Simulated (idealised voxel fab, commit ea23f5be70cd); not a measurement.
This is a process module. Its name is voxel self aligned contacts.
cross-section cut | 230 nm wide | cells 5 nm
Throughout this document, each cross-section is represented as a grid of square cells and is presented as a sequence of bands enumerated from the top downward, where a band comprises one or more rows of cells. First you get the band's top height and its bottom height, in nm, and then the materials it's made of, left to right, with each width in nm. If you see a single material with "throughout", that one covers the band edge to edge. "empty" is empty space. Height is counted from the level 0, under which the received wafer is composed throughout of one material. The lowest of the bands is not closed at the bottom but continues downward, in the notation "0 nm and below". When a width is written as two numbers, as in "30 to 40", the first number is the width in the top row of cells of the band and the second is the width in its bottom row, and the width changes by the same amount from each row to the next. Where the words "same as before" appear for a step, the cross-section shows no cell changed by that step; every cell remained as before. Heads up: "Unvented internal voids" only lists the empty pockets with no open path to the top that are 8 cells or more, and it writes them as width x height at distance, distance from the left edge, in nm. Where a step's line continues beyond its settings, the continuation is a remark by the simulator itself on that step. "overlay nm" denotes, for a step that has a mask, the displacement of the mask to the right of its planned place, with negative values corresponding to the left.

## Here's what the planned process steps look like
1. RECEIVE,material Si
2. CONFORMAL_DEP,material SiO2,thk nm 5
3. DIRECTIONAL_DEP,material polySi,thk nm 20
4. DIRECTIONAL_DEP,material SiN,thk nm 15
5. DIRECTIONAL_DEP,material aC,thk nm 15
6. PATTERN,tone cover,mask id GATE,material resist,width nm 30,pitch nm 55,thk nm 30,overlay nm 0
7. DIRECTIONAL_ETCH,etch materials aC,depth nm 15
8. STRIP,etch materials resist
9. DIRECTIONAL_ETCH,etch materials SiN,depth nm 15
10. DIRECTIONAL_ETCH,etch materials polySi,depth nm 20
11. STRIP,etch materials aC
12. CONFORMAL_DEP,material SiN,thk nm 5
13. DIRECTIONAL_ETCH,etch materials SiN,depth nm 5
14. FILL_DEP,material SiO2,thk nm 15
15. CMP,height nm 50
16. DIRECTIONAL_DEP,material aC,thk nm 15
17. PATTERN,tone open,mask id CONTACT,material resist,width nm 35,pitch nm 55,thk nm 35,overlay nm 0
18. DIRECTIONAL_ETCH,etch materials aC,depth nm 15
19. STRIP,etch materials resist
20. DIRECTIONAL_ETCH,etch materials SiO2,depth nm 50
21. STRIP,etch materials aC
22. CONFORMAL_DEP,material TiN,thk nm 5
23. FILL_DEP,material Ru,thk nm 5
24. CMP,height nm 50
25. CONFORMAL_DEP,material SiCN,thk nm 5

## The cross-section here shows the wafer as received, i.e. in its state after step 1
- 0 nm and below  Si throughout
- Unvented internal voids: none

## First of two wafers at the end of the module, shown in cross-section; run carried out as planned
- 55 nm to 50 nm  SiCN throughout
- 50 nm to 40 nm  SiO2 70  TiN 5 to 15  Ru 25 to 5  TiN 5 to 15  SiO2 20  TiN 5 to 15  Ru 25 to 5  TiN 5 to 15  SiO2 70
- 40 nm to 25 nm  SiO2 40  SiN 40  TiN 5  Ru 5  TiN 5  SiN 40  TiN 5  Ru 5  TiN 5  SiN 40  SiO2 40
- 25 nm to 5 nm  SiO2 40  SiN 5  polySi 30  SiN 5  TiN 5  Ru 5  TiN 5  SiN 5  polySi 30  SiN 5  TiN 5  Ru 5  TiN 5  SiN 5  polySi 30  SiN 5  SiO2 40
- 5 nm to 0 nm  SiO2 80  TiN 15  SiO2 40  TiN 15  SiO2 80
- 0 nm and below  Si throughout
- Unvented internal voids: none

## Here is the second of the two wafers cut open at the end of the module - same start, same plan as the first one, but we made one mistake running it
- 55 nm to 50 nm  SiCN throughout
- 50 nm to 45 nm  SiO2 70  TiN 15  Ru 5  TiN 15  SiO2 20  TiN 15  Ru 5  TiN 15  SiO2 70
- 45 nm to 40 nm  SiO2 40  polySi 40  TiN 5  Ru 5  TiN 5  polySi 40  TiN 5  Ru 5  TiN 5  polySi 40  SiO2 40
- 40 nm to 25 nm  SiO2 40  polySi 5  SiN 30  polySi 5  TiN 5  Ru 5  TiN 5  polySi 5  SiN 30  polySi 5  TiN 5  Ru 5  TiN 5  polySi 5  SiN 30  polySi 5  SiO2 40
- 25 nm to 15 nm  SiO2 40  polySi 40  TiN 5  Ru 5  TiN 5  polySi 40  TiN 5  Ru 5  TiN 5  polySi 40  SiO2 40
- 15 nm to 10 nm  SiO2 40  polySi 40  TiN 15  polySi 40  TiN 15  polySi 40  SiO2 40
- 10 nm to 5 nm  polySi throughout
- 5 nm to 0 nm  SiO2 throughout
- 0 nm and below  Si throughout
- Unvented internal voids: none
Plan not followed: step 12 went in with a setting other than planned; the actual run was CONFORMAL_DEP,material polySi,thk nm 5
The second wafer ends with more or fewer cells of some materials than the first, per final count: Ru: 12 fewer, SiN: 42 fewer, SiO2: 26 fewer, TiN: 8 fewer, polySi: 88 more
